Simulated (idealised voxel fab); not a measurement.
Process module, titled voxel self aligned contacts
Square cells of 5 nm make up the cross-section cut, whose width is 220 nm.
A cross-section is a grid of square cells, given in bands from the top down. A band is one or more rows of cells. Band: top and bottom heights (nm) first, top before bottom; then materials from left to right, widths in nm. "all across" marks a sole material filling the band edge to edge. "empty" denotes empty space. Height 0 is the level under which the wafer as received is all one material. The lowest band goes on downwards, as in "from 0 down". Quick explanation for "30 to 40": the width changes in equal steps down the rows of cells, from the first number in the band's top row to the second number in its bottom row. Where a step carries "remains unaltered", the cross-section came out of it unchanged, cell for cell. "Voids, fully enclosed" lists enclosed empty spaces (at least 8 cells, no open path upward to the top), each as width x height at distance from the left edge, in nm. Step line, after settings: the simulator's comment on this step. "overlay nm", when on a step's line for a step with a mask, measures how far to the right of its planned place the mask lay; a negative measure means to the left.
Process steps - plan
1,RECEIVE, material Si
2,CONFORMAL_DEP, material SiO2, thk nm 5
3,DIRECTIONAL_DEP, material polySi, thk nm 30
4,DIRECTIONAL_DEP, material SiN, thk nm 15
5,PATTERN, tone cover, mask id GATE, material resist, width nm 25, pitch nm 55, thk nm 20, overlay nm 0
6,DIRECTIONAL_ETCH, etch materials SiN, depth nm 15
7,DIRECTIONAL_ETCH, etch materials polySi, depth nm 30
8,STRIP, etch materials resist
9,CONFORMAL_DEP, material SiN, thk nm 5
10,DIRECTIONAL_ETCH, etch materials SiN, depth nm 5
11,FILL_DEP, material SiO2, thk nm 10
12,CMP, height nm 55
13,PATTERN, tone open, mask id CONTACT, material resist, width nm 40, pitch nm 55, thk nm 20, overlay nm 0
14,DIRECTIONAL_ETCH, etch materials SiO2, depth nm 55
15,STRIP, etch materials resist
16,CONFORMAL_DEP, material TiN, thk nm 5
17,FILL_DEP, material W, thk nm 5
18,CMP, height nm 55
19,CONFORMAL_DEP, material SiCN, thk nm 5
Incoming wafer in cross-section (state: after step 1)
* from 0 down: Si all across
* Voids, fully enclosed: none
Looking at the first of two wafers in cross-section at end of module - ran to plan
* from 60 to 55: SiCN all across
* from 55 to 50: SiO2=60, then TiN=15, then W=10, then TiN=15, then SiO2=15, then TiN=15, then W=10, then TiN=15, then SiO2=65
* from 50 to 35: SiO2=35, then SiN=35, then TiN=5, then W=10, then TiN=5, then SiN=35, then TiN=5, then W=10, then TiN=5, then SiN=35, then SiO2=40
* from 35 to 5: SiO2=35, then SiN=5, then polySi=25, then SiN=5, then TiN=5, then W=10, then TiN=5, then SiN=5, then polySi=25, then SiN=5, then TiN=5, then W=10, then TiN=5, then SiN=5, then polySi=25, then SiN=5, then SiO2=40
* from 5 to 0: SiO2=70, then TiN=20, then SiO2=35, then TiN=20, then SiO2=75
* from 0 down: Si all across
* Voids, fully enclosed: none
Cross-sectional view: second of two wafers, end of module; start and plan identical to the first, one mistake in running
* from 60 to 55: SiCN all across
* from 55 to 45: SiO2=60, then TiN=5 to 15, then W=30 to 10, then TiN=5 to 15, then SiO2=15, then TiN=5 to 15, then W=30 to 10, then TiN=5 to 15, then SiO2=65
* from 45 to 30: SiO2=35, then SiN=35, then TiN=5, then W=10, then TiN=5, then SiN=35, then TiN=5, then W=10, then TiN=5, then SiN=35, then SiO2=40
* from 30 to 5: SiO2=35, then SiN=5, then polySi=25, then SiN=5, then TiN=5, then W=10, then TiN=5, then SiN=5, then polySi=25, then SiN=5, then TiN=5, then W=10, then TiN=5, then SiN=5, then polySi=25, then SiN=5, then SiO2=40
* from 5 to 0: SiO2=35, then SiN=5, then polySi=25, then SiN=5, then TiN=20, then SiN=5, then polySi=25, then SiN=5, then TiN=20, then SiN=5, then polySi=25, then SiN=5, then SiO2=40
* from 0 down: Si all across
* Voids, fully enclosed: none
The plan and the run diverged here: step 2 was left out
Once processing is complete, comparing cell counts shows that the second wafer has more or fewer of certain materials than the first: -8 SiO2, +8 W
